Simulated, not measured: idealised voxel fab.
Proc. module: voxel transistor to metal
In the cross-section labelled cut, the width is 185 nm and each square cell is 5 nm.
Square cells in a grid make up a cross-section in this document, and the grid is given as bands, listed from the top down, each one or more rows of cells.
Band entry format. Leading values: height of top, height of bottom, nm. Remainder: materials in left-to-right order, each with its width in nm. Special words: "edge to edge" on a single material, which then fills the band edge to edge; "air", empty space.
It should be noted that heights are counted from 0, beneath which the wafer as supplied is of one material throughout, and that the lowest band possesses no lower boundary but continues downward, as written in "0 nm and below".
Width spec "30->40" -> top row of cells at first value, bottom row at second value, equal per-row change in between.
A step reported as "nothing was modified" is a step in which no cell of the cross-section changed.
The entry titled "Trapped void list" provides the empty spaces that have no open way to the top, restricted to those of 8 cells or more. Each is presented as width x height at distance, the distance being measured from the left edge, with all three in nm.
That trailing text on a step's line, after the settings, is the simulator's own remark on the step.
overlay nm: right-of-plan distance of the mask on a masked step; negative values mean left-of-plan.

Below is the list of planned process steps:
1: RECEIVE: material Si
2: CONFORMAL_DEP: material SiO2, thk nm 5
3: CONFORMAL_DEP: material SiN, thk nm 10
4: MASKED_ETCH: tone cover, mask id ACTIVE, width nm 120, etch materials SiN, depth nm 10, overlay nm 0
5: MASKED_ETCH: tone cover, mask id ACTIVE, width nm 120, etch materials SiO2, depth nm 5, overlay nm 0
6: MASKED_ETCH: tone cover, mask id ACTIVE, width nm 120, etch materials Si, depth nm 20, overlay nm 0
7: OXIDIZE: depth nm 5
8: FILL_DEP: material SiO2, thk nm 5
9: CMP: height nm 15
10: SELECTIVE_ETCH: etch materials SiO2, depth nm 10
11: STRIP: etch materials SiN
12: SELECTIVE_ETCH: etch materials SiO2, depth nm 5
13: OXIDIZE: depth nm 5
14: DIRECTIONAL_DEP: material polySi, thk nm 25
15: DIRECTIONAL_DEP: material SiCN, thk nm 10
16: MASKED_ETCH: tone cover, mask id GATE, width nm 30, etch materials SiCN, depth nm 20, overlay nm 0
17: MASKED_ETCH: tone cover, mask id GATE, width nm 30, etch materials polySi, depth nm 35, overlay nm 0
18: CONFORMAL_DEP: material SiO2, thk nm 5
19: DIRECTIONAL_ETCH: etch materials SiO2, depth nm 5
20: CONFORMAL_DEP: material SiN, thk nm 5
21: DIRECTIONAL_ETCH: etch materials SiN, depth nm 5
22: DIRECTIONAL_ETCH: etch materials SiO2, depth nm 5
23: DIRECTIONAL_ETCH: etch materials Si, depth nm 15
24: EPI: material SiGe, thk nm 20
25: FILL_DEP: material SiO2, thk nm 10
26: CMP: height nm 25
27: STRIP: etch materials polySi
28: SELECTIVE_ETCH: etch materials SiO2, depth nm 5
29: CONFORMAL_DEP: material HfO2, thk nm 5
30: CONFORMAL_DEP: material TiN, thk nm 5
31: FILL_DEP: material W, thk nm 10
32: CMP: height nm 20
33: DIRECTIONAL_DEP: material SiO2, thk nm 10
34: DIRECTIONAL_DEP: material aC, thk nm 10
35: PATTERN: tone open, mask id CONTACT, material resist, width nm 20, pitch nm 90, thk nm 25, overlay nm 0
36: DIRECTIONAL_ETCH: etch materials aC, depth nm 10
37: STRIP: etch materials resist
38: DIRECTIONAL_ETCH: etch materials SiO2, depth nm 30
39: STRIP: etch materials aC
40: CONFORMAL_DEP: material TiN, thk nm 5
41: FILL_DEP: material Ru, thk nm 5
42: CMP: height nm 30
43: CONFORMAL_DEP: material SiCN, thk nm 5
44: DIRECTIONAL_DEP: material lowk, thk nm 25
45: DIRECTIONAL_DEP: material aC, thk nm 15
46: PATTERN: tone open, mask id METAL_1, material resist, width nm 20, pitch nm 90, thk nm 35, overlay nm 0
47: DIRECTIONAL_ETCH: etch materials aC, depth nm 15
48: STRIP: etch materials resist
49: DIRECTIONAL_ETCH: etch materials lowk, depth nm 25
50: DIRECTIONAL_ETCH: etch materials SiCN, depth nm 5
51: STRIP: etch materials aC
52: CONFORMAL_DEP: material TiN, thk nm 5
53: FILL_DEP: material Ru, thk nm 5
54: CMP: height nm 60
55: CONFORMAL_DEP: material SiCN, thk nm 5

Cross-section, incoming material, after step 1:
  0 nm and below | Si edge to edge
  Trapped void list: none

First of two wafers: cross-section at end of module, run per plan:
  65 nm to 60 nm | SiCN edge to edge
  60 nm to 35 nm | lowk 35 nm; TiN 5 nm; Ru 10 nm; TiN 5 nm; lowk 70 nm; TiN 5 nm; Ru 10 nm; TiN 5 nm; lowk 40 nm
  35 nm to 30 nm | SiCN 35 nm; TiN 20 nm; SiCN 70 nm; TiN 20 nm; SiCN 40 nm
  30 nm to 20 nm | SiO2 35 nm; TiN 5 nm; Ru 10 nm; TiN 5 nm; SiO2 70 nm; TiN 5 nm; Ru 10 nm; TiN 5 nm; SiO2 40 nm
  20 nm to 15 nm | SiO2 35 nm; TiN 20 nm; SiO2 10 nm; SiN 5 nm; HfO2 5 nm; TiN 5 nm; W 20 nm; TiN 5 nm; HfO2 5 nm; SiN 5 nm; SiO2 10 nm; TiN 20 nm; SiO2 40 nm
  15 nm to 5 nm | SiO2 35 nm; TiN 10 nm; SiGe 20 nm; SiN 5 nm; HfO2 5 nm; TiN 5 nm; W 20 nm; TiN 5 nm; HfO2 5 nm; SiN 5 nm; SiGe 20 nm; TiN 10 nm; SiO2 40 nm
  5 nm to 0 nm | SiO2 35 nm; TiN 10 nm; SiGe 20 nm; SiN 5 nm; HfO2 5 nm; TiN 30 nm; HfO2 5 nm; SiN 5 nm; SiGe 20 nm; TiN 10 nm; SiO2 40 nm
  0 nm to -5 nm | SiO2 30 nm; SiGe 35 nm; SiO2 5 nm; HfO2 40 nm; SiO2 5 nm; SiGe 35 nm; SiO2 35 nm
  -5 nm to -20 nm | SiO2 35 nm; SiGe 30 nm; Si 50 nm; SiGe 30 nm; SiO2 40 nm
  -20 nm to -25 nm | SiO2 35 nm; Si 110 nm; SiO2 40 nm
  -25 nm and below | Si edge to edge
  Trapped void list: none

Presented here is a cross-section of the second of the two wafers as it stood at the end of the module. It was started in the same manner and assigned the same plan as the first wafer; however, one mistake was made in its execution:
  65 nm to 60 nm | SiCN edge to edge
  60 nm to 35 nm | lowk 35 nm; TiN 5 nm; Ru 10 nm; TiN 5 nm; lowk 70 nm; TiN 5 nm; Ru 10 nm; TiN 5 nm; lowk 40 nm
  35 nm to 30 nm | SiCN 35 nm; TiN 20 nm; SiCN 70 nm; TiN 20 nm; SiCN 40 nm
  30 nm to 20 nm | SiO2 35 nm; TiN 5 nm; Ru 10 nm; TiN 5 nm; SiO2 70 nm; TiN 5 nm; Ru 10 nm; TiN 5 nm; SiO2 40 nm
  20 nm to 15 nm | SiO2 35 nm; TiN 20 nm; SiO2 10 nm; SiN 5 nm; TiN 5 nm; HfO2 5 nm; W 20 nm; HfO2 5 nm; TiN 5 nm; SiN 5 nm; SiO2 10 nm; TiN 20 nm; SiO2 40 nm
  15 nm to 5 nm | SiO2 35 nm; TiN 10 nm; SiGe 20 nm; SiN 5 nm; TiN 5 nm; HfO2 5 nm; W 20 nm; HfO2 5 nm; TiN 5 nm; SiN 5 nm; SiGe 20 nm; TiN 10 nm; SiO2 40 nm
  5 nm to 0 nm | SiO2 35 nm; TiN 10 nm; SiGe 20 nm; SiN 5 nm; TiN 5 nm; HfO2 30 nm; TiN 5 nm; SiN 5 nm; SiGe 20 nm; TiN 10 nm; SiO2 40 nm
  0 nm to -5 nm | SiO2 30 nm; SiGe 35 nm; SiO2 5 nm; TiN 40 nm; SiO2 5 nm; SiGe 35 nm; SiO2 35 nm
  -5 nm to -20 nm | SiO2 35 nm; SiGe 30 nm; Si 50 nm; SiGe 30 nm; SiO2 40 nm
  -20 nm to -25 nm | SiO2 35 nm; Si 110 nm; SiO2 40 nm
  -25 nm and below | Si edge to edge
  Trapped void list: none
The plan and the run diverged here: deviation from plan: step 30 and step 29 executed in one another's positions
Materials where the second wafer ends with more or fewer cells than the first: HfO2 -4, TiN +4
